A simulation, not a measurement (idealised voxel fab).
The following is a process module called voxel fin reveal.
FYI the section here is cut, 170 nm wide, cells are 5 nm squares.
In what follows, cross-sections appear as grids of square cells, described through bands that run from the top down, where every band is one or more rows of cells. What a band's entry tells you: where the top is and where the bottom is, as heights in nm, and after that what lies inside, material by material from left to right, each with its width in nm. Empty space is written as the word "air", and a single material marked with the word "everywhere" occupies the band from edge to edge. Heads up on the height convention: 0 is the point under which the incoming wafer is all one material, and the lowest band has no bottom, it just keeps going down, like "from 0 down". Width "30 to 40": first value at the band's top row of cells, second value at its bottom row, equal change from row to row. "nothing was modified", as given for a step, is the statement that not any cell of the cross-section underwent a change during that step. In the "Voids, sealed" entry, you get each enclosed empty space of 8 cells or more, one with no open way to the top, written width x height at distance, distance from the left edge, in nm. The remark found on a step's line after its settings is issued by the simulator itself and pertains to that step. Each step line may optionally specify "overlay nm", which for a step with a mask gives the rightward distance between the mask's planned place and where it lay, a negative value indicating the leftward direction. Layout of what follows: cross-section pairs, each bracketing one process step, the after cross-section shown only to the lowest band that changed, the step between and its settings noted under each pair. Pairs may originate in different runs of this module on the same starting wafer; a pair continues from the pair above only where its entry headed "before" says so.

## before
	from 0 down  Si everywhere
	Voids, sealed: none

## Result of Step
	from 5 to 0  SiN everywhere
	Below a height of 0, the structure has not been altered.
	Voids, sealed: none
Step between the cross-sections above: CONFORMAL_DEP, material SiN, thk nm 5

before: same picture as after in the pair right above, so we don't repeat it.

## Result of Step
	from 5 to 0  25 nm air / 15 nm SiN / 20 nm air / 15 nm SiN / 20 nm air / 15 nm SiN / 20 nm air / 15 nm SiN / 25 nm air
	Below a height of 0, the structure has not been altered.
	Voids, sealed: none
Step between the cross-sections above: MASKED_ETCH, tone cover, mask id FINS, width nm 15, pitch nm 35, etch materials SiN, depth nm 5, overlay nm 0

before: same picture as after in the pair right above, so we don't repeat it.

## Result of Step
	from 5 to 0  25 nm air / 15 nm SiN / 20 nm air / 15 nm SiN / 20 nm air / 15 nm SiN / 20 nm air / 15 nm SiN / 25 nm air
	from 0 to -30  25 nm air / 15 nm Si / 20 nm air / 15 nm Si / 20 nm air / 15 nm Si / 20 nm air / 15 nm Si / 25 nm air
	Below a height of -30, the structure has not been altered.
	Voids, sealed: none
Step between the cross-sections above: MASKED_ETCH, tone cover, mask id FINS, width nm 15, pitch nm 35, etch materials Si, depth nm 30, overlay nm 0

before: same picture as after in the pair right above, so we don't repeat it.

## Result of Step
	from 5 to 0  25 nm air / 15 nm SiN / 20 nm air / 15 nm SiN / 20 nm air / 15 nm SiN / 20 nm air / 15 nm SiN / 25 nm air
	from 0 to -30  25 nm air / 5 nm SiO2 / 5 nm Si / 5 nm SiO2 / 20 nm air / 5 nm SiO2 / 5 nm Si / 5 nm SiO2 / 20 nm air / 5 nm SiO2 / 5 nm Si / 5 nm SiO2 / 20 nm air / 5 nm SiO2 / 5 nm Si / 5 nm SiO2 / 25 nm air
	from -30 to -35  30 nm SiO2 / 5 nm Si / 30 nm SiO2 / 5 nm Si / 30 nm SiO2 / 5 nm Si / 30 nm SiO2 / 5 nm Si / 30 nm SiO2
	Below a height of -35, the structure has not been altered.
	Voids, sealed: none
Step between the cross-sections above: OXIDIZE, depth nm 5

before: same picture as after in the pair right above, so we don't repeat it.

## Result of Step
	from 10 to 5  SiO2 everywhere
	from 5 to 0  25 nm SiO2 / 15 nm SiN / 20 nm SiO2 / 15 nm SiN / 20 nm SiO2 / 15 nm SiN / 20 nm SiO2 / 15 nm SiN / 25 nm SiO2
	from 0 to -35  30 nm SiO2 / 5 nm Si / 30 nm SiO2 / 5 nm Si / 30 nm SiO2 / 5 nm Si / 30 nm SiO2 / 5 nm Si / 30 nm SiO2
	Below a height of -35, the structure has not been altered.
	Voids, sealed: none
Step between the cross-sections above: FILL_DEP, material SiO2, thk nm 5

before: same picture as after in the pair right above, so we don't repeat it.

## Result of Step
	from 5 to 0  25 nm SiO2 / 15 nm SiN / 20 nm SiO2 / 15 nm SiN / 20 nm SiO2 / 15 nm SiN / 20 nm SiO2 / 15 nm SiN / 25 nm SiO2
	Below a height of 0, the structure has not been altered.
	Voids, sealed: none
Step between the cross-sections above: CMP, height nm 5

before: same picture as after in the pair right above, so we don't repeat it.

## Result of Step
	from 5 to 0  25 nm air / 15 nm SiN / 20 nm air / 15 nm SiN / 20 nm air / 15 nm SiN / 20 nm air / 15 nm SiN / 25 nm air
	from 0 to -15  30 nm air / 5 nm Si / 30 nm air / 5 nm Si / 30 nm air / 5 nm Si / 30 nm air / 5 nm Si / 30 nm air
	Below a height of -15, the structure has not been altered.
	Voids, sealed: none
Step between the cross-sections above: SELECTIVE_ETCH, etch materials SiO2, depth nm 20

before: same picture as after in the pair right above, so we don't repeat it.

## Result of Step
	from 0 to -15  30 nm air / 5 nm Si / 30 nm air / 5 nm Si / 30 nm air / 5 nm Si / 30 nm air / 5 nm Si / 30 nm air
	Below a height of -15, the structure has not been altered.
	Voids, sealed: none
Step between the cross-sections above: STRIP, etch materials SiN

before: same picture as after in the pair right above, so we don't repeat it.

## Result of Step
	from 5 to 0  25 nm air / 15 nm SiO2 / 20 nm air / 15 nm SiO2 / 20 nm air / 15 nm SiO2 / 20 nm air / 15 nm SiO2 / 25 nm air
	from 0 to -10  25 nm air / 5 nm SiO2 / 5 nm Si / 5 nm SiO2 / 20 nm air / 5 nm SiO2 / 5 nm Si / 5 nm SiO2 / 20 nm air / 5 nm SiO2 / 5 nm Si / 5 nm SiO2 / 20 nm air / 5 nm SiO2 / 5 nm Si / 5 nm SiO2 / 25 nm air
	from -10 to -35  30 nm SiO2 / 5 nm Si / 30 nm SiO2 / 5 nm Si / 30 nm SiO2 / 5 nm Si / 30 nm SiO2 / 5 nm Si / 30 nm SiO2
	Below a height of -35, the structure has not been altered.
	Voids, sealed: none
Step between the cross-sections above: CONFORMAL_DEP, material SiO2, thk nm 5

## before
	from 0 down  Si everywhere
	Voids, sealed: none

## Result of Step
	from 0 to -30  25 nm air / 15 nm Si / 20 nm air / 15 nm Si / 20 nm air / 15 nm Si / 20 nm air / 15 nm Si / 25 nm air
	Below a height of -30, the structure has not been altered.
	Voids, sealed: none
Step between the cross-sections above: MASKED_ETCH, tone cover, mask id FINS, width nm 15, pitch nm 35, etch materials Si, depth nm 30, overlay nm 0

before: same picture as after in the pair right above, so we don't repeat it.

## Result of Step
	from 0 to -5  25 nm air / 15 nm SiO2 / 20 nm air / 15 nm SiO2 / 20 nm air / 15 nm SiO2 / 20 nm air / 15 nm SiO2 / 25 nm air
	from -5 to -30  25 nm air / 5 nm SiO2 / 5 nm Si / 5 nm SiO2 / 20 nm air / 5 nm SiO2 / 5 nm Si / 5 nm SiO2 / 20 nm air / 5 nm SiO2 / 5 nm Si / 5 nm SiO2 / 20 nm air / 5 nm SiO2 / 5 nm Si / 5 nm SiO2 / 25 nm air
	from -30 to -35  30 nm SiO2 / 5 nm Si / 30 nm SiO2 / 5 nm Si / 30 nm SiO2 / 5 nm Si / 30 nm SiO2 / 5 nm Si / 30 nm SiO2
	Below a height of -35, the structure has not been altered.
	Voids, sealed: none
Step between the cross-sections above: OXIDIZE, depth nm 5

before: same picture as after in the pair right above, so we don't repeat it.

## Result of Step
	from 5 to -5  SiO2 everywhere
	from -5 to -35  30 nm SiO2 / 5 nm Si / 30 nm SiO2 / 5 nm Si / 30 nm SiO2 / 5 nm Si / 30 nm SiO2 / 5 nm Si / 30 nm SiO2
	Below a height of -35, the structure has not been altered.
	Voids, sealed: none
Step between the cross-sections above: FILL_DEP, material SiO2, thk nm 5

before: same picture as after in the pair right above, so we don't repeat it.

## Result of Step
	from -5 to -15  30 nm air / 5 nm Si / 30 nm air / 5 nm Si / 30 nm air / 5 nm Si / 30 nm air / 5 nm Si / 30 nm air
	Below a height of -15, the structure has not been altered.
	Voids, sealed: none
Step between the cross-sections above: SELECTIVE_ETCH, etch materials SiO2, depth nm 20

before: same picture as after in the pair right above, so we don't repeat it.

## Result of Step
	from 0 to -5  25 nm air / 15 nm SiO2 / 20 nm air / 15 nm SiO2 / 20 nm air / 15 nm SiO2 / 20 nm air / 15 nm SiO2 / 25 nm air
	from -5 to -10  25 nm air / 5 nm SiO2 / 5 nm Si / 5 nm SiO2 / 20 nm air / 5 nm SiO2 / 5 nm Si / 5 nm SiO2 / 20 nm air / 5 nm SiO2 / 5 nm Si / 5 nm SiO2 / 20 nm air / 5 nm SiO2 / 5 nm Si / 5 nm SiO2 / 25 nm air
	from -10 to -35  30 nm SiO2 / 5 nm Si / 30 nm SiO2 / 5 nm Si / 30 nm SiO2 / 5 nm Si / 30 nm SiO2 / 5 nm Si / 30 nm SiO2
	Below a height of -35, the structure has not been altered.
	Voids, sealed: none
Step between the cross-sections above: CONFORMAL_DEP, material SiO2, thk nm 5

## before
	from 5 to 0  25 nm air / 15 nm SiN / 20 nm air / 15 nm SiN / 20 nm air / 15 nm SiN / 20 nm air / 15 nm SiN / 25 nm air
	from 0 to -15  30 nm air / 5 nm Si / 30 nm air / 5 nm Si / 30 nm air / 5 nm Si / 30 nm air / 5 nm Si / 30 nm air
	from -15 to -35  30 nm SiO2 / 5 nm Si / 30 nm SiO2 / 5 nm Si / 30 nm SiO2 / 5 nm Si / 30 nm SiO2 / 5 nm Si / 30 nm SiO2
	from -35 down  Si everywhere
	Voids, sealed: none

## Result of Step
	from 5 to 0  25 nm air / 15 nm SiN / 20 nm air / 15 nm SiN / 20 nm air / 15 nm SiN / 20 nm air / 15 nm SiN / 25 nm air
	from 0 to -35  30 nm air / 5 nm Si / 30 nm air / 5 nm Si / 30 nm air / 5 nm Si / 30 nm air / 5 nm Si / 30 nm air
	Below a height of -35, the structure has not been altered.
	Voids, sealed: none
Step between the cross-sections above: SELECTIVE_ETCH, etch materials SiO2, depth nm 20

before: same picture as after in the pair right above, so we don't repeat it.

## Result of Step
	from 0 to -35  30 nm air / 5 nm Si / 30 nm air / 5 nm Si / 30 nm air / 5 nm Si / 30 nm air / 5 nm Si / 30 nm air
	Below a height of -35, the structure has not been altered.
	Voids, sealed: none
Step between the cross-sections above: STRIP, etch materials SiN

before: same picture as after in the pair right above, so we don't repeat it.

## Result of Step
	from 5 to 0  25 nm air / 15 nm SiO2 / 20 nm air / 15 nm SiO2 / 20 nm air / 15 nm SiO2 / 20 nm air / 15 nm SiO2 / 25 nm air
	from 0 to -30  25 nm air / 5 nm SiO2 / 5 nm Si / 5 nm SiO2 / 20 nm air / 5 nm SiO2 / 5 nm Si / 5 nm SiO2 / 20 nm air / 5 nm SiO2 / 5 nm Si / 5 nm SiO2 / 20 nm air / 5 nm SiO2 / 5 nm Si / 5 nm SiO2 / 25 nm air
	from -30 to -35  30 nm SiO2 / 5 nm Si / 30 nm SiO2 / 5 nm Si / 30 nm SiO2 / 5 nm Si / 30 nm SiO2 / 5 nm Si / 30 nm SiO2
	Below a height of -35, the structure has not been altered.
	Voids, sealed: none
Step between the cross-sections above: CONFORMAL_DEP, material SiO2, thk nm 5

## before
	from 5 to 0  25 nm SiO2 / 15 nm SiN / 20 nm SiO2 / 15 nm SiN / 20 nm SiO2 / 15 nm SiN / 20 nm SiO2 / 15 nm SiN / 25 nm SiO2
	from 0 to -35  30 nm SiO2 / 5 nm Si / 30 nm SiO2 / 5 nm Si / 30 nm SiO2 / 5 nm Si / 30 nm SiO2 / 5 nm Si / 30 nm SiO2
	from -35 down  Si everywhere
	Voids, sealed: none

## Result of Step
	from 5 to 0  25 nm SiO2 / 15 nm air / 20 nm SiO2 / 15 nm air / 20 nm SiO2 / 15 nm air / 20 nm SiO2 / 15 nm air / 25 nm SiO2
	Below a height of 0, the structure has not been altered.
	Voids, sealed: none
Step between the cross-sections above: STRIP, etch materials SiN

before: same picture as after in the pair right above, so we don't repeat it.

## Result of Step
	from 0 to -15  30 nm air / 5 nm Si / 30 nm air / 5 nm Si / 30 nm air / 5 nm Si / 30 nm air / 5 nm Si / 30 nm air
	from -15 to -20  5 nm SiO2 / 25 nm air / 5 nm Si / 30 nm air / 5 nm Si / 30 nm air / 5 nm Si / 30 nm air / 5 nm Si / 25 nm air / 5 nm SiO2
	Below a height of -20, the structure has not been altered.
	Voids, sealed: none
Step between the cross-sections above: SELECTIVE_ETCH, etch materials SiO2, depth nm 20

before: same picture as after in the pair right above, so we don't repeat it.

## Result of Step
	from 5 to 0  25 nm air / 15 nm SiO2 / 20 nm air / 15 nm SiO2 / 20 nm air / 15 nm SiO2 / 20 nm air / 15 nm SiO2 / 25 nm air
	from 0 to -10  25 nm air / 5 nm SiO2 / 5 nm Si / 5 nm SiO2 / 20 nm air / 5 nm SiO2 / 5 nm Si / 5 nm SiO2 / 20 nm air / 5 nm SiO2 / 5 nm Si / 5 nm SiO2 / 20 nm air / 5 nm SiO2 / 5 nm Si / 5 nm SiO2 / 25 nm air
	from -10 to -15  10 nm SiO2 / 15 nm air / 5 nm SiO2 / 5 nm Si / 5 nm SiO2 / 20 nm air / 5 nm SiO2 / 5 nm Si / 5 nm SiO2 / 20 nm air / 5 nm SiO2 / 5 nm Si / 5 nm SiO2 / 20 nm air / 5 nm SiO2 / 5 nm Si / 5 nm SiO2 / 15 nm air / 10 nm SiO2
	from -15 to -35  30 nm SiO2 / 5 nm Si / 30 nm SiO2 / 5 nm Si / 30 nm SiO2 / 5 nm Si / 30 nm SiO2 / 5 nm Si / 30 nm SiO2
	Below a height of -35, the structure has not been altered.
	Voids, sealed: none
Step between the cross-sections above: CONFORMAL_DEP, material SiO2, thk nm 5

## before
	from 5 to 0  25 nm SiO2 / 15 nm SiN / 20 nm SiO2 / 15 nm SiN / 20 nm SiO2 / 15 nm SiN / 20 nm SiO2 / 15 nm SiN / 25 nm SiO2
	from 0 to -35  30 nm SiO2 / 5 nm Si / 30 nm SiO2 / 5 nm Si / 30 nm SiO2 / 5 nm Si / 30 nm SiO2 / 5 nm Si / 30 nm SiO2
	from -35 down  Si everywhere
	Voids, sealed: none

## Result of Step
	from 5 to 0  25 nm air / 15 nm SiN / 20 nm air / 15 nm SiN / 20 nm air / 15 nm SiN / 20 nm air / 15 nm SiN / 25 nm air
	from 0 to -25  30 nm air / 5 nm Si / 30 nm air / 5 nm Si / 30 nm air / 5 nm Si / 30 nm air / 5 nm Si / 30 nm air
	Below a height of -25, the structure has not been altered.
	Voids, sealed: none
Step between the cross-sections above: SELECTIVE_ETCH, etch materials SiO2, depth nm 30

before: same picture as after in the pair right above, so we don't repeat it.

## Result of Step
	from 0 to -25  30 nm air / 5 nm Si / 30 nm air / 5 nm Si / 30 nm air / 5 nm Si / 30 nm air / 5 nm Si / 30 nm air
	Below a height of -25, the structure has not been altered.
	Voids, sealed: none
Step between the cross-sections above: STRIP, etch materials SiN

before: same picture as after in the pair right above, so we don't repeat it.

## Result of Step
	from 5 to 0  25 nm air / 15 nm SiO2 / 20 nm air / 15 nm SiO2 / 20 nm air / 15 nm SiO2 / 20 nm air / 15 nm SiO2 / 25 nm air
	from 0 to -20  25 nm air / 5 nm SiO2 / 5 nm Si / 5 nm SiO2 / 20 nm air / 5 nm SiO2 / 5 nm Si / 5 nm SiO2 / 20 nm air / 5 nm SiO2 / 5 nm Si / 5 nm SiO2 / 20 nm air / 5 nm SiO2 / 5 nm Si / 5 nm SiO2 / 25 nm air
	from -20 to -35  30 nm SiO2 / 5 nm Si / 30 nm SiO2 / 5 nm Si / 30 nm SiO2 / 5 nm Si / 30 nm SiO2 / 5 nm Si / 30 nm SiO2
	Below a height of -35, the structure has not been altered.
	Voids, sealed: none
Step between the cross-sections above: CONFORMAL_DEP, material SiO2, thk nm 5

## before
	from 5 to 0  SiN everywhere
	from 0 down  Si everywhere
	Voids, sealed: none

## Result of Step
	from 5 to 0  25 nm air / 20 nm SiN / 15 nm air / 20 nm SiN / 15 nm air / 20 nm SiN / 15 nm air / 20 nm SiN / 20 nm air
	Below a height of 0, the structure has not been altered.
	Voids, sealed: none
Step between the cross-sections above: MASKED_ETCH, tone cover, mask id FINS, width nm 20, pitch nm 35, etch materials SiN, depth nm 5, overlay nm 0

before: same picture as after in the pair right above, so we don't repeat it.

## Result of Step
	from 5 to 0  25 nm air / 20 nm SiN / 15 nm air / 20 nm SiN / 15 nm air / 20 nm SiN / 15 nm air / 20 nm SiN / 20 nm air
	from 0 to -30  25 nm air / 20 nm Si / 15 nm air / 20 nm Si / 15 nm air / 20 nm Si / 15 nm air / 20 nm Si / 20 nm air
	Below a height of -30, the structure has not been altered.
	Voids, sealed: none
Step between the cross-sections above: MASKED_ETCH, tone cover, mask id FINS, width nm 15, pitch nm 35, etch materials Si, depth nm 30, overlay nm 0

before: same picture as after in the pair right above, so we don't repeat it.

## Result of Step
	from 5 to 0  25 nm air / 20 nm SiN / 15 nm air / 20 nm SiN / 15 nm air / 20 nm SiN / 15 nm air / 20 nm SiN / 20 nm air
	from 0 to -30  25 nm air / 5 nm SiO2 / 10 nm Si / 5 nm SiO2 / 15 nm air / 5 nm SiO2 / 10 nm Si / 5 nm SiO2 / 15 nm air / 5 nm SiO2 / 10 nm Si / 5 nm SiO2 / 15 nm air / 5 nm SiO2 / 10 nm Si / 5 nm SiO2 / 20 nm air
	from -30 to -35  30 nm SiO2 / 10 nm Si / 25 nm SiO2 / 10 nm Si / 25 nm SiO2 / 10 nm Si / 25 nm SiO2 / 10 nm Si / 25 nm SiO2
	Below a height of -35, the structure has not been altered.
	Voids, sealed: none
Step between the cross-sections above: OXIDIZE, depth nm 5

before: same picture as after in the pair right above, so we don't repeat it.

## Result of Step
	from 10 to 5  SiO2 everywhere
	from 5 to 0  25 nm SiO2 / 20 nm SiN / 15 nm SiO2 / 20 nm SiN / 15 nm SiO2 / 20 nm SiN / 15 nm SiO2 / 20 nm SiN / 20 nm SiO2
	from 0 to -35  30 nm SiO2 / 10 nm Si / 25 nm SiO2 / 10 nm Si / 25 nm SiO2 / 10 nm Si / 25 nm SiO2 / 10 nm Si / 25 nm SiO2
	Below a height of -35, the structure has not been altered.
	Voids, sealed: none
Step between the cross-sections above: FILL_DEP, material SiO2, thk nm 5

before: same picture as after in the pair right above, so we don't repeat it.

## Result of Step
	from 5 to 0  25 nm SiO2 / 20 nm SiN / 15 nm SiO2 / 20 nm SiN / 15 nm SiO2 / 20 nm SiN / 15 nm SiO2 / 20 nm SiN / 20 nm SiO2
	Below a height of 0, the structure has not been altered.
	Voids, sealed: none
Step between the cross-sections above: CMP, height nm 5

before: same picture as after in the pair right above, so we don't repeat it.

## Result of Step
	from 5 to 0  25 nm air / 20 nm SiN / 15 nm air / 20 nm SiN / 15 nm air / 20 nm SiN / 15 nm air / 20 nm SiN / 20 nm air
	from 0 to -15  30 nm air / 10 nm Si / 25 nm air / 10 nm Si / 25 nm air / 10 nm Si / 25 nm air / 10 nm Si / 25 nm air
	Below a height of -15, the structure has not been altered.
	Voids, sealed: none
Step between the cross-sections above: SELECTIVE_ETCH, etch materials SiO2, depth nm 20

before: same picture as after in the pair right above, so we don't repeat it.

## Result of Step
	from 0 to -15  30 nm air / 10 nm Si / 25 nm air / 10 nm Si / 25 nm air / 10 nm Si / 25 nm air / 10 nm Si / 25 nm air
	Below a height of -15, the structure has not been altered.
	Voids, sealed: none
Step between the cross-sections above: STRIP, etch materials SiN

before: same picture as after in the pair right above, so we don't repeat it.

## Result of Step
	from 5 to 0  25 nm air / 20 nm SiO2 / 15 nm air / 20 nm SiO2 / 15 nm air / 20 nm SiO2 / 15 nm air / 20 nm SiO2 / 20 nm air
	from 0 to -10  25 nm air / 5 nm SiO2 / 10 nm Si / 5 nm SiO2 / 15 nm air / 5 nm SiO2 / 10 nm Si / 5 nm SiO2 / 15 nm air / 5 nm SiO2 / 10 nm Si / 5 nm SiO2 / 15 nm air / 5 nm SiO2 / 10 nm Si / 5 nm SiO2 / 20 nm air
	from -10 to -35  30 nm SiO2 / 10 nm Si / 25 nm SiO2 / 10 nm Si / 25 nm SiO2 / 10 nm Si / 25 nm SiO2 / 10 nm Si / 25 nm SiO2
	Below a height of -35, the structure has not been altered.
	Voids, sealed: none
Step between the cross-sections above: CONFORMAL_DEP, material SiO2, thk nm 5

## before
	from 5 to 0  SiN everywhere
	from 0 down  Si everywhere
	Voids, sealed: none

## Result of Step
	from 5 to 0  15 nm air / 15 nm SiN / 20 nm air / 15 nm SiN / 20 nm air / 15 nm SiN / 20 nm air / 15 nm SiN / 35 nm air
	Below a height of 0, the structure has not been altered.
	Voids, sealed: none
Step between the cross-sections above: MASKED_ETCH, tone cover, mask id FINS, width nm 15, pitch nm 35, etch materials SiN, depth nm 5, overlay nm -10

before: same picture as after in the pair right above, so we don't repeat it.

## Result of Step
	from 5 to 0  15 nm air / 15 nm SiN / 20 nm air / 15 nm SiN / 20 nm air / 15 nm SiN / 20 nm air / 15 nm SiN / 35 nm air
	from 0 to -30  15 nm air / 25 nm Si / 10 nm air / 25 nm Si / 10 nm air / 25 nm Si / 10 nm air / 25 nm Si / 25 nm air
	Below a height of -30, the structure has not been altered.
	Voids, sealed: none
Step between the cross-sections above: MASKED_ETCH, tone cover, mask id FINS, width nm 15, pitch nm 35, etch materials Si, depth nm 30, overlay nm 0

before: same picture as after in the pair right above, so we don't repeat it.

## Result of Step
	from 5 to 0  15 nm air / 15 nm SiN / 20 nm air / 15 nm SiN / 20 nm air / 15 nm SiN / 20 nm air / 15 nm SiN / 35 nm air
	from 0 to -5  15 nm air / 5 nm SiO2 / 5 nm Si / 15 nm SiO2 / 10 nm air / 5 nm SiO2 / 5 nm Si / 15 nm SiO2 / 10 nm air / 5 nm SiO2 / 5 nm Si / 15 nm SiO2 / 10 nm air / 5 nm SiO2 / 5 nm Si / 15 nm SiO2 / 25 nm air
	from -5 to -30  15 nm air / 5 nm SiO2 / 15 nm Si / 5 nm SiO2 / 10 nm air / 5 nm SiO2 / 15 nm Si / 5 nm SiO2 / 10 nm air / 5 nm SiO2 / 15 nm Si / 5 nm SiO2 / 10 nm air / 5 nm SiO2 / 15 nm Si / 5 nm SiO2 / 25 nm air
	from -30 to -35  20 nm SiO2 / 15 nm Si / 20 nm SiO2 / 15 nm Si / 20 nm SiO2 / 15 nm Si / 20 nm SiO2 / 15 nm Si / 30 nm SiO2
	Below a height of -35, the structure has not been altered.
	Voids, sealed: none
Step between the cross-sections above: OXIDIZE, depth nm 5

before: same picture as after in the pair right above, so we don't repeat it.

## Result of Step
	from 10 to 5  SiO2 everywhere
	from 5 to 0  15 nm SiO2 / 15 nm SiN / 20 nm SiO2 / 15 nm SiN / 20 nm SiO2 / 15 nm SiN / 20 nm SiO2 / 15 nm SiN / 35 nm SiO2
	from 0 to -5  20 nm SiO2 / 5 nm Si / 30 nm SiO2 / 5 nm Si / 30 nm SiO2 / 5 nm Si / 30 nm SiO2 / 5 nm Si / 40 nm SiO2
	from -5 to -35  20 nm SiO2 / 15 nm Si / 20 nm SiO2 / 15 nm Si / 20 nm SiO2 / 15 nm Si / 20 nm SiO2 / 15 nm Si / 30 nm SiO2
	Below a height of -35, the structure has not been altered.
	Voids, sealed: none
Step between the cross-sections above: FILL_DEP, material SiO2, thk nm 5

before: same picture as after in the pair right above, so we don't repeat it.

## Result of Step
	from 5 to 0  15 nm SiO2 / 15 nm SiN / 20 nm SiO2 / 15 nm SiN / 20 nm SiO2 / 15 nm SiN / 20 nm SiO2 / 15 nm SiN / 35 nm SiO2
	Below a height of 0, the structure has not been altered.
	Voids, sealed: none
Step between the cross-sections above: CMP, height nm 5

before: same picture as after in the pair right above, so we don't repeat it.

## Result of Step
	from 5 to 0  15 nm air / 15 nm SiN / 20 nm air / 15 nm SiN / 20 nm air / 15 nm SiN / 20 nm air / 15 nm SiN / 35 nm air
	from 0 to -5  20 nm air / 5 nm Si / 30 nm air / 5 nm Si / 30 nm air / 5 nm Si / 30 nm air / 5 nm Si / 40 nm air
	from -5 to -15  20 nm air / 15 nm Si / 20 nm air / 15 nm Si / 20 nm air / 15 nm Si / 20 nm air / 15 nm Si / 30 nm air
	Below a height of -15, the structure has not been altered.
	Voids, sealed: none
Step between the cross-sections above: SELECTIVE_ETCH, etch materials SiO2, depth nm 20

before: same picture as after in the pair right above, so we don't repeat it.

## Result of Step
	from 0 to -5  20 nm air / 5 nm Si / 30 nm air / 5 nm Si / 30 nm air / 5 nm Si / 30 nm air / 5 nm Si / 40 nm air
	Below a height of -5, the structure has not been altered.
	Voids, sealed: none
Step between the cross-sections above: STRIP, etch materials SiN

before: same picture as after in the pair right above, so we don't repeat it.

## Result of Step
	from 5 to 0  15 nm air / 15 nm SiO2 / 20 nm air / 15 nm SiO2 / 20 nm air / 15 nm SiO2 / 20 nm air / 15 nm SiO2 / 35 nm air
	from 0 to -10  15 nm air / 5 nm SiO2 / 5 to 15 nm Si / 15 to 5 nm SiO2 / 10 nm air / 5 nm SiO2 / 5 to 15 nm Si / 15 to 5 nm SiO2 / 10 nm air / 5 nm SiO2 / 5 to 15 nm Si / 15 to 5 nm SiO2 / 10 nm air / 5 nm SiO2 / 5 to 15 nm Si / 15 to 5 nm SiO2 / 25 nm air
	from -10 to -35  20 nm SiO2 / 15 nm Si / 20 nm SiO2 / 15 nm Si / 20 nm SiO2 / 15 nm Si / 20 nm SiO2 / 15 nm Si / 30 nm SiO2
	Below a height of -35, the structure has not been altered.
	Voids, sealed: none
Step between the cross-sections above: CONFORMAL_DEP, material SiO2, thk nm 5

## before
	from 5 to 0  25 nm air / 15 nm SiN / 20 nm air / 15 nm SiN / 20 nm air / 15 nm SiN / 20 nm air / 15 nm SiN / 25 nm air
	from 0 to -15  30 nm air / 5 nm Si / 30 nm air / 5 nm Si / 30 nm air / 5 nm Si / 30 nm air / 5 nm Si / 30 nm air
	from -15 to -35  30 nm SiO2 / 5 nm Si / 30 nm SiO2 / 5 nm Si / 30 nm SiO2 / 5 nm Si / 30 nm SiO2 / 5 nm Si / 30 nm SiO2
	from -35 down  Si everywhere
	Voids, sealed: none

## Result of Step
	from 5 to 0  25 nm air / 15 nm SiN / 20 nm air / 15 nm SiN / 20 nm air / 15 nm SiN / 20 nm air / 15 nm SiN / 25 nm air
	from 0 to -35  30 nm air / 5 nm Si / 30 nm air / 5 nm Si / 30 nm air / 5 nm Si / 30 nm air / 5 nm Si / 30 nm air
	Below a height of -35, the structure has not been altered.
	Voids, sealed: none
Step between the cross-sections above: STRIP, etch materials SiO2

before: same picture as after in the pair right above, so we don't repeat it.

## Result of Step
	from 10 to 5  20 nm air / 25 nm SiO2 / 10 nm air / 25 nm SiO2 / 10 nm air / 25 nm SiO2 / 10 nm air / 25 nm SiO2 / 20 nm air
	from 5 to 0  20 nm air / 5 nm SiO2 / 15 nm SiN / 5 nm SiO2 / 10 nm air / 5 nm SiO2 / 15 nm SiN / 5 nm SiO2 / 10 nm air / 5 nm SiO2 / 15 nm SiN / 5 nm SiO2 / 10 nm air / 5 nm SiO2 / 15 nm SiN / 5 nm SiO2 / 20 nm air
	from 0 to -5  20 nm air / 10 nm SiO2 / 5 nm Si / 10 nm SiO2 / 10 nm air / 10 nm SiO2 / 5 nm Si / 10 nm SiO2 / 10 nm air / 10 nm SiO2 / 5 nm Si / 10 nm SiO2 / 10 nm air / 10 nm SiO2 / 5 nm Si / 10 nm SiO2 / 20 nm air
	from -5 to -30  25 nm air / 5 nm SiO2 / 5 nm Si / 5 nm SiO2 / 20 nm air / 5 nm SiO2 / 5 nm Si / 5 nm SiO2 / 20 nm air / 5 nm SiO2 / 5 nm Si / 5 nm SiO2 / 20 nm air / 5 nm SiO2 / 5 nm Si / 5 nm SiO2 / 25 nm air
	from -30 to -35  30 nm SiO2 / 5 nm Si / 30 nm SiO2 / 5 nm Si / 30 nm SiO2 / 5 nm Si / 30 nm SiO2 / 5 nm Si / 30 nm SiO2
	Below a height of -35, the structure has not been altered.
	Voids, sealed: none
Step between the cross-sections above: CONFORMAL_DEP, material SiO2, thk nm 5

## before
	from 5 to 0  SiN everywhere
	from 0 down  Si everywhere
	Voids, sealed: none

## Result of Step
	from 5 to 0  25 nm SiN / 15 nm air / 20 nm SiN / 15 nm air / 20 nm SiN / 15 nm air / 20 nm SiN / 15 nm air / 25 nm SiN
	Below a height of 0, the structure has not been altered.
	Voids, sealed: none
Step between the cross-sections above: MASKED_ETCH, tone open, mask id FINS, width nm 15, pitch nm 35, etch materials SiN, depth nm 5, overlay nm 0

before: same picture as after in the pair right above, so we don't repeat it.

## Result of Step
	from 5 to 0  25 nm SiN / 15 nm air / 20 nm SiN / 15 nm air / 20 nm SiN / 15 nm air / 20 nm SiN / 15 nm air / 25 nm SiN
	from 0 to -5  20 nm Si / 25 nm SiO2 / 10 nm Si / 25 nm SiO2 / 10 nm Si / 25 nm SiO2 / 10 nm Si / 25 nm SiO2 / 20 nm Si
	Below a height of -5, the structure has not been altered.
	Voids, sealed: none
Step between the cross-sections above: OXIDIZE, depth nm 5

before: same picture as after in the pair right above, so we don't repeat it.

## Result of Step
	from 10 to 5  SiO2 everywhere
	from 5 to 0  25 nm SiN / 15 nm SiO2 / 20 nm SiN / 15 nm SiO2 / 20 nm SiN / 15 nm SiO2 / 20 nm SiN / 15 nm SiO2 / 25 nm SiN
	Below a height of 0, the structure has not been altered.
	Voids, sealed: none
Step between the cross-sections above: FILL_DEP, material SiO2, thk nm 5

before: same picture as after in the pair right above, so we don't repeat it.

## Result of Step
	from 5 to 0  25 nm SiN / 15 nm SiO2 / 20 nm SiN / 15 nm SiO2 / 20 nm SiN / 15 nm SiO2 / 20 nm SiN / 15 nm SiO2 / 25 nm SiN
	Below a height of 0, the structure has not been altered.
	Voids, sealed: none
Step between the cross-sections above: CMP, height nm 5

before: same picture as after in the pair right above, so we don't repeat it.

## Result of Step
	from 5 to 0  25 nm SiN / 15 nm air / 20 nm SiN / 15 nm air / 20 nm SiN / 15 nm air / 20 nm SiN / 15 nm air / 25 nm SiN
	from 0 to -5  20 nm Si / 25 nm air / 10 nm Si / 25 nm air / 10 nm Si / 25 nm air / 10 nm Si / 25 nm air / 20 nm Si
	Below a height of -5, the structure has not been altered.
	Voids, sealed: none
Step between the cross-sections above: SELECTIVE_ETCH, etch materials SiO2, depth nm 20
